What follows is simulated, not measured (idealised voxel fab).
Proc. module: voxel released beams
For reference, the cross-section in this document is cut, with width 215 nm and square cells of 5 nm.
Cross-section, as written here: a square-cell grid given band by band from the top down, where a band holds one or more rows of cells. The entry gives the band's vertical extent as a top height and a bottom height in nm, then its horizontal make-up as materials from left to right, each with a width in nm. "blank" stands for empty space; a single material marked "all across" fills the band edge to edge. The level at which height equals 0 is the one under which the wafer, as it arrives, is entirely one material. No lower edge exists for the bottom band, which continues downward and is notated as in "top 0, no bottom". Quick explanation for "30..40": the width changes in equal steps down the rows of cells, from the first number in the band's top row to the second number in its bottom row. Key: "nothing got changed" - step with no changed cell in the cross-section. Voids not open to the top, 8 cells minimum: see "Completely sealed voids". Written width x height at distance; distance is from the left edge; nm. Post-settings text on a step line: simulator's own remark regarding the step. Regarding "overlay nm": on a step with a mask, it is the distance the mask lay to the right of its planned place; a negative value places it to the left.
[Planned step list for the process]
1. RECEIVE,material Si
2. CONFORMAL_DEP,material Al2O3,thk nm 5
3. DIRECTIONAL_DEP,material SiO2,thk nm 10
4. PATTERN,tone open,mask id ANCHOR,material resist,width nm 45,thk nm 15,overlay nm 0
5. DIRECTIONAL_ETCH,etch materials SiO2,depth nm 10
6. STRIP,etch materials resist
7. CONFORMAL_DEP,material polySi,thk nm 15
8. PATTERN,tone cover,mask id BEAM,material resist,width nm 125,thk nm 15,overlay nm 0
9. DIRECTIONAL_ETCH,etch materials polySi,depth nm 15
10. STRIP,etch materials resist
11. STRIP,etch materials SiO2
[The first wafer of two, processed as planned]
[Step 1 complete: cross-section of the wafer as received]
  top 0, no bottom = Si all across
  Completely sealed voids: none
[You're looking at a cross-section of the wafer after step 2]
  top 5, bottom 0 = Al2O3 all across
  At heights below 0, the structure remains unaltered.
[You're looking at a cross-section of the wafer after step 3]
  top 15, bottom 5 = SiO2 all across
  At heights below 5, the structure remains unaltered.
[You're looking at a cross-section of the wafer after step 4]
  top 30, bottom 15 = 45 resist; 45 blank; 125 resist
  At heights below 15, the structure remains unaltered.
[You're looking at a cross-section of the wafer after step 5]
  top 30, bottom 15 = 45 resist; 45 blank; 125 resist
  top 15, bottom 5 = 45 SiO2; 45 blank; 125 SiO2
  At heights below 5, the structure remains unaltered.
[You're looking at a cross-section of the wafer after step 6]
  top 15, bottom 5 = 45 SiO2; 45 blank; 125 SiO2
  At heights below 5, the structure remains unaltered.
[You're looking at a cross-section of the wafer after step 7]
  top 30, bottom 20 = 60 polySi; 15 blank; 140 polySi
  top 20, bottom 15 = polySi all across
  top 15, bottom 5 = 45 SiO2; 45 polySi; 125 SiO2
  At heights below 5, the structure remains unaltered.
[You're looking at a cross-section of the wafer after step 8]
  top 45, bottom 30 = 40 blank; 125 resist; 50 blank
  top 30, bottom 20 = 60 polySi; 15 resist; 140 polySi
  At heights below 20, the structure remains unaltered.
[You're looking at a cross-section of the wafer after step 9]
  top 45, bottom 30 = 40 blank; 125 resist; 50 blank
  top 30, bottom 20 = 40 blank; 20 polySi; 15 resist; 90 polySi; 50 blank
  top 20, bottom 15 = 40 blank; 125 polySi; 50 blank
  At heights below 15, the structure remains unaltered.
[You're looking at a cross-section of the wafer after step 10]
  top 30, bottom 20 = 40 blank; 20 polySi; 15 blank; 90 polySi; 50 blank
  At heights below 20, the structure remains unaltered.
[You're looking at a cross-section of the wafer after step 11]
  top 30, bottom 20 = 40 blank; 20 polySi; 15 blank; 90 polySi; 50 blank
  top 20, bottom 15 = 40 blank; 125 polySi; 50 blank
  top 15, bottom 5 = 45 blank; 45 polySi; 125 blank
  At heights below 5, the structure remains unaltered.
[The Second Wafer: Common Origin and Plan, One Mistake in Execution, Identical to the First Through Step 8]
[when step 9 should have ended]
  top 45, bottom 30 = 40 blank; 125 resist; 50 blank
  top 30, bottom 25 = 40 blank; 20 polySi; 15 resist; 90 polySi; 50 blank
  At heights below 25, the structure remains unaltered.
[when step 10 should have ended]
  top 30, bottom 25 = 40 blank; 20 polySi; 15 blank; 90 polySi; 50 blank
  top 25, bottom 20 = 60 polySi; 15 blank; 140 polySi
  At heights below 20, the structure remains unaltered.
when step 11 should have ended: nothing got changed
Error vs. plan: it should be noted that step 9 was executed with settings other than those planned, the operation and settings actually applied being DIRECTIONAL_ETCH,etch materials polySi,depth nm 5
Materials where the second wafer ends with more or fewer cells than the first: +68 SiO2 | +36 polySi
